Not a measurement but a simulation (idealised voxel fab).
process module | voxel transistor to metal
cross-section cut | 285 nm wide | cells 5 nm
A cross-section is a grid of square cells, given in bands from the top down. A band is one or more rows of cells.
Each band's line starts with the height of the band's top and of its bottom, in nm. Then come its materials from left to right, each with its width in nm. One material with "throughout" fills the band from edge to edge. "air" is empty space.
Height 0 is the level under which the wafer as received is all one material. The lowest band goes on downwards, as in "0 down".
A width such as "30 to 40" changes by the same amount from each row of cells to the next, from the band's top row to its bottom row.
"no change" after a step means that no cell of the cross-section changed.
closed voids: empty space of 8 cells or more with no open way to the top, each as width x height at its distance from the left edge, in nm
after a step's settings: what the simulator itself notes on the step
overlay nm, on a step with a mask: how far to the right of its planned place the mask lay; to the left if negative
plan
1 op RECEIVE | material Si
2 op OXIDIZE | depth nm 5
3 op CONFORMAL_DEP | material SiN | thk nm 10
4 op DIRECTIONAL_DEP | material aC | thk nm 10
5 op PATTERN | tone cover | mask id ACTIVE | material resist | width nm 115 | pitch nm 135 | thk nm 30 | overlay nm 0
6 op DIRECTIONAL_ETCH | etch materials aC | depth nm 10
7 op STRIP | etch materials resist
8 op DIRECTIONAL_ETCH | etch materials SiN | depth nm 10
9 op DIRECTIONAL_ETCH | etch materials SiO2 | depth nm 5
10 op DIRECTIONAL_ETCH | etch materials Si | depth nm 35
11 op STRIP | etch materials aC
12 op OXIDIZE | depth nm 5
13 op FILL_DEP | material SiO2 | thk nm 10
14 op CMP | height nm 10
15 op SELECTIVE_ETCH | etch materials SiO2 | depth nm 5
16 op STRIP | etch materials SiN
17 op SELECTIVE_ETCH | etch materials SiO2 | depth nm 5
18 op OXIDIZE | depth nm 5
19 op DIRECTIONAL_DEP | material polySi | thk nm 10
20 op DIRECTIONAL_DEP | material SiCN | thk nm 10
21 op MASKED_ETCH | tone cover | mask id GATE | width nm 35 | pitch nm 135 | etch materials SiCN | depth nm 20 | overlay nm 0
22 op MASKED_ETCH | tone cover | mask id GATE | width nm 35 | pitch nm 135 | etch materials polySi | depth nm 30 | overlay nm 0
23 op CONFORMAL_DEP | material SiN | thk nm 10
24 op DIRECTIONAL_ETCH | etch materials SiN | depth nm 10
25 op DIRECTIONAL_ETCH | etch materials SiO2 | depth nm 5
26 op EPI | material SiGe | thk nm 5
27 op FILL_DEP | material SiO2 | thk nm 5
28 op CMP | height nm 15
29 op STRIP | etch materials polySi
30 op SELECTIVE_ETCH | etch materials SiO2 | depth nm 5
31 op CONFORMAL_DEP | material HfO2 | thk nm 5
32 op CONFORMAL_DEP | material TiN | thk nm 5
33 op FILL_DEP | material W | thk nm 5
34 op CMP | height nm 10
35 op DIRECTIONAL_DEP | material SiO2 | thk nm 10
36 op DIRECTIONAL_DEP | material aC | thk nm 15
37 op PATTERN | tone open | mask id CONTACT | material resist | width nm 15 | thk nm 30 | overlay nm 0
38 op DIRECTIONAL_ETCH | etch materials aC | depth nm 15
39 op STRIP | etch materials resist
40 op DIRECTIONAL_ETCH | etch materials SiO2 | depth nm 25
41 op STRIP | etch materials aC
42 op CONFORMAL_DEP | material TiN | thk nm 5
43 op FILL_DEP | material W | thk nm 10
44 op CMP | height nm 20
45 op CONFORMAL_DEP | material SiN | thk nm 5
46 op DIRECTIONAL_DEP | material lowk | thk nm 20
47 op PATTERN | tone open | mask id METAL_1 | material resist | width nm 15 | thk nm 15 | overlay nm 0
48 op DIRECTIONAL_ETCH | etch materials lowk | depth nm 20
49 op DIRECTIONAL_ETCH | etch materials SiN | depth nm 5
50 op STRIP | etch materials resist
51 op CONFORMAL_DEP | material TiN | thk nm 5
52 op FILL_DEP | material Cu | thk nm 5
53 op CMP | height nm 45
54 op EPI | material Ru | thk nm 5
55 op FILL_DEP | material SiCN | thk nm 5
varied across the wafers: thk nm of step 19. The plan shows the first wafer's value. All wafers start alike
first wafer as received, after step 1
  0 down: Si throughout
  closed voids: none
first wafer at the end, after step 55
  55 to 50: SiCN throughout
  50 to 45: SiCN 20 | Ru 25 | SiCN 55 | Ru 25 | SiCN 30 | Ru 25 | SiCN 55 | Ru 25 | SiCN 25
  45 to 25: lowk 25 | TiN 5 | Cu 5 | TiN 5 | lowk 65 | TiN 5 | Cu 5 | TiN 5 | lowk 40 | TiN 5 | Cu 5 | TiN 5 | lowk 65 | TiN 5 | Cu 5 | TiN 5 | lowk 30
  25 to 20: SiN 25 | TiN 15 | SiN 65 | TiN 15 | SiN 40 | TiN 15 | SiN 65 | TiN 15 | SiN 30
  20 to 10: SiO2 25 | TiN 5 | W 5 | TiN 5 | SiO2 65 | TiN 5 | W 5 | TiN 5 | SiO2 40 | TiN 5 | W 5 | TiN 5 | SiO2 65 | TiN 5 | W 5 | TiN 5 | SiO2 30
  10 to 5: SiO2 25 | TiN 5 | W 5 | TiN 5 | SiO2 5 | SiN 10 | SiCN 35 | SiN 10 | SiO2 5 | TiN 5 | W 5 | TiN 5 | SiO2 40 | TiN 5 | W 5 | TiN 5 | SiO2 5 | SiN 10 | SiCN 35 | SiN 10 | SiO2 5 | TiN 5 | W 5 | TiN 5 | SiO2 30
  5 to 0: SiO2 25 | TiN 5 | W 5 | TiN 5 | SiO2 5 | SiN 10 | polySi 35 | SiN 10 | SiO2 5 | TiN 5 | W 5 | TiN 5 | SiO2 40 | TiN 5 | W 5 | TiN 5 | SiO2 5 | SiN 10 | polySi 35 | SiN 10 | SiO2 5 | TiN 5 | W 5 | TiN 5 | SiO2 30
  0 to -5: SiO2 10 | SiN 10 | SiO2 5 | TiN 15 | SiO2 5 | SiN 10 | polySi 35 | SiN 10 | SiO2 5 | TiN 15 | SiO2 5 | SiN 10 | SiO2 10 | SiN 10 | SiO2 5 | TiN 15 | SiO2 5 | SiN 10 | polySi 35 | SiN 10 | SiO2 5 | TiN 15 | SiO2 5 | SiN 10 | SiO2 15
  -5 to -10: SiO2 20 | SiGe 25 | SiO2 55 | SiGe 25 | SiO2 30 | SiGe 25 | SiO2 55 | SiGe 25 | SiO2 25
  -10 to -45: SiO2 20 | Si 105 | SiO2 30 | Si 105 | SiO2 25
  -45 down: Si throughout
  closed voids: none
last wafer at the end
  55 to 50: SiCN throughout
  50 to 45: SiCN 20 | Ru 25 | SiCN 55 | Ru 25 | SiCN 30 | Ru 25 | SiCN 55 | Ru 25 | SiCN 25
  45 to 25: lowk 25 | TiN 5 | Cu 5 | TiN 5 | lowk 65 | TiN 5 | Cu 5 | TiN 5 | lowk 40 | TiN 5 | Cu 5 | TiN 5 | lowk 65 | TiN 5 | Cu 5 | TiN 5 | lowk 30
  25 to 20: SiN 25 | TiN 15 | SiN 65 | TiN 15 | SiN 40 | TiN 15 | SiN 65 | TiN 15 | SiN 30
  20 to 10: SiO2 25 | TiN 5 | W 5 | TiN 5 | SiO2 65 | TiN 5 | W 5 | TiN 5 | SiO2 40 | TiN 5 | W 5 | TiN 5 | SiO2 65 | TiN 5 | W 5 | TiN 5 | SiO2 30
  10 to 0: SiO2 25 | TiN 5 | W 5 | TiN 5 | SiO2 5 | SiN 10 | HfO2 5 | TiN 5 | W 15 | TiN 5 | HfO2 5 | SiN 10 | SiO2 5 | TiN 5 | W 5 | TiN 5 | SiO2 40 | TiN 5 | W 5 | TiN 5 | SiO2 5 | SiN 10 | HfO2 5 | TiN 5 | W 15 | TiN 5 | HfO2 5 | SiN 10 | SiO2 5 | TiN 5 | W 5 | TiN 5 | SiO2 30
  0 to -5: SiO2 10 | SiN 10 | SiO2 5 | TiN 15 | SiO2 5 | SiN 10 | HfO2 5 | TiN 25 | HfO2 5 | SiN 10 | SiO2 5 | TiN 15 | SiO2 5 | SiN 10 | SiO2 10 | SiN 10 | SiO2 5 | TiN 15 | SiO2 5 | SiN 10 | HfO2 5 | TiN 25 | HfO2 5 | SiN 10 | SiO2 5 | TiN 15 | SiO2 5 | SiN 10 | SiO2 15
  -5 to -10: SiO2 20 | SiGe 25 | SiO2 5 | HfO2 45 | SiO2 5 | SiGe 25 | SiO2 30 | SiGe 25 | SiO2 5 | HfO2 45 | SiO2 5 | SiGe 25 | SiO2 25
  -10 to -45: SiO2 20 | Si 105 | SiO2 30 | Si 105 | SiO2 25
  -45 down: Si throughout
  closed voids: none
each wafer at the end: cells of each material gained (+) or lost (-) since it was received, then its closed voids
thk nm 10 | +16 Cu | +20 Ru | -219 Si | +108 SiCN | +20 SiGe | +77 SiN | +293 SiO2 | +88 TiN | +16 W | +180 lowk | +28 polySi | closed voids: none
thk nm 15 | +16 Cu | +20 Ru | -219 Si | +94 SiCN | +20 SiGe | +77 SiN | +293 SiO2 | +88 TiN | +16 W | +180 lowk | +42 polySi | closed voids: none
thk nm 20 | +16 Cu | +30 HfO2 | +20 Ru | -219 Si | +94 SiCN | +20 SiGe | +77 SiN | +275 SiO2 | +106 TiN | +28 W | +180 lowk | closed voids: none
thk nm 25 | +16 Cu | +30 HfO2 | +20 Ru | -219 Si | +94 SiCN | +20 SiGe | +77 SiN | +275 SiO2 | +106 TiN | +28 W | +180 lowk | closed voids: none
thk nm 30 | +16 Cu | +30 HfO2 | +20 Ru | -219 Si | +94 SiCN | +20 SiGe | +77 SiN | +275 SiO2 | +106 TiN | +28 W | +180 lowk | closed voids: none
